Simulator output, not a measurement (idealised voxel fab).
Name of the process module below: voxel tone inversion
Xsec cut, 180 nm wide, square cell size 5 nm.
Cross-section, as written here: a square-cell grid given band by band from the top down, where a band holds one or more rows of cells.
Top height, bottom height, nm. Materials left to right, width each, nm. Single material + "full width" = fills band edge to edge. "air" = empty.
Ref level 0: as-received wafer is one material below here. Bottom band extends down with no lower bound ("0 down").
The two numbers in a width such as "30..40" mark its ends across the band: the first belongs to the top row of cells, the second to the bottom row, and from each row to the next the width moves by the same amount.
For the purposes of this document, the phrase "changes: none" attached to a step denotes that no cell within the cross-section was modified by that step.
You'll see "Cavities, sealed" listing empty spaces that have no way open to the top, as long as they're 8 cells or more; the notation is width x height at distance, where the distance is from the left edge, and all of it is in nm.
Heads up: the bit after the settings on a step's line is the simulator's remark on that step.
The line of a step may include "overlay nm". On a step with a mask, this value is how far to the right of its planned place the mask lay. A negative value means the mask lay to the left.
# Intended process steps
1) RECEIVE [material Si]
2) CONFORMAL_DEP [material SiN] [thk nm 5]
3) DIRECTIONAL_DEP [material aC] [thk nm 15]
4) PATTERN [tone cover] [mask id POSTS] [material resist] [width nm 15] [pitch nm 40] [thk nm 20] [overlay nm 0]
5) DIRECTIONAL_ETCH [etch materials aC] [depth nm 15]
6) STRIP [etch materials resist]
7) FILL_DEP [material SiO2] [thk nm 5]
8) CMP [height nm 20]
9) STRIP [etch materials aC]
# Incoming wafer, cross-sectional view, post step 1
0 down  Si full width
Cavities, sealed: none
# End state of the module in cross-section, given the above starting point and plan and one mistake in execution
10 to 5  SiO2 (40), then air (15), then SiO2 (25), then air (15), then SiO2 (25), then air (15), then SiO2 (45)
5 to 0  SiN full width
0 down  Si full width
Cavities, sealed: none
What was done differently from what was planned? note that step 8 departed from the planned setting and was carried out as CMP [height nm 10]
